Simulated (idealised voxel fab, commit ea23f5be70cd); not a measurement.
Name of the process module below: voxel fin reveal
Section cut is 175 nm wide and gridded with 5 nm square cells.
The cross-sections in this document take the form of a grid made of square cells. They are written out as bands, in order from top to bottom. Each band consists of one or more rows of cells.
It is stipulated that each band's entry specify, in nanometres, the height of the top of the band and then that of its bottom, followed by the materials of the band in left-to-right sequence, each together with its width in nanometres. A single material marked by the word "throughout" is understood to fill the band from edge to edge; the word "air" is understood to denote empty space.
Heights are measured from 0, the level below which the as-received wafer is all one material; the lowest band has no bottom and continues downward, written as in "0 nm and below".
Quick explanation for "30->40": the width changes in equal steps down the rows of cells, from the first number in the band's top row to the second number in its bottom row.
Given "no modifications" for a step, no cell of the cross-section differs between before and after that step.
Entry "Enclosed internal cavities". Content: empty spaces with no open connection to the top, size 8 cells or greater. Each: width x height at distance. Distance: from left edge. Unit: nm.
On a step's line, text after the settings is the simulator commenting on that step.
Among the settings permitted on a step's line is "overlay nm"; applied to a step with a mask, it specifies the extent to which the mask lay to the right of its planned position, whereas a negative figure signifies a position to the left.

# Here's what the planned process steps look like
| 1 | RECEIVE [material Si] |
| 2 | CONFORMAL_DEP [material SiN] [thk nm 10] |
| 3 | MASKED_ETCH [tone cover] [mask id FINS] [width nm 15] [pitch nm 35] [etch materials SiN] [depth nm 10] [overlay nm 0] |
| 4 | MASKED_ETCH [tone cover] [mask id FINS] [width nm 15] [pitch nm 35] [etch materials Si] [depth nm 35] [overlay nm -15] |
| 5 | OXIDIZE [depth nm 5] |
| 6 | FILL_DEP [material SiO2] [thk nm 15] |
| 7 | CMP [height nm 10] |
| 8 | SELECTIVE_ETCH [etch materials SiO2] [depth nm 30] |
| 9 | STRIP [etch materials SiN] |
Be aware that, although all wafers share a common starting state, the overlay nm at step 4 differs among them, and the plan displays the first wafer's value.

# Received condition of the first of several wafers, sectioned: post-step 1
0 nm and below | Si throughout
Enclosed internal cavities: none

# each wafer at the end: cells of each material gained (+) or lost (-) since it was received, then its closed voids
overlay nm -15; -222 Si; +108 SiO2; Enclosed internal cavities: none
overlay nm -10; -236 Si; +116 SiO2; Enclosed internal cavities: none
overlay nm -5; -250 Si; +124 SiO2; Enclosed internal cavities: none
overlay nm 0; -264 Si; +132 SiO2; Enclosed internal cavities: none
overlay nm 5; -250 Si; +124 SiO2; Enclosed internal cavities: none
overlay nm 10; -236 Si; +116 SiO2; Enclosed internal cavities: none
overlay nm 15; -222 Si; +108 SiO2; Enclosed internal cavities: none
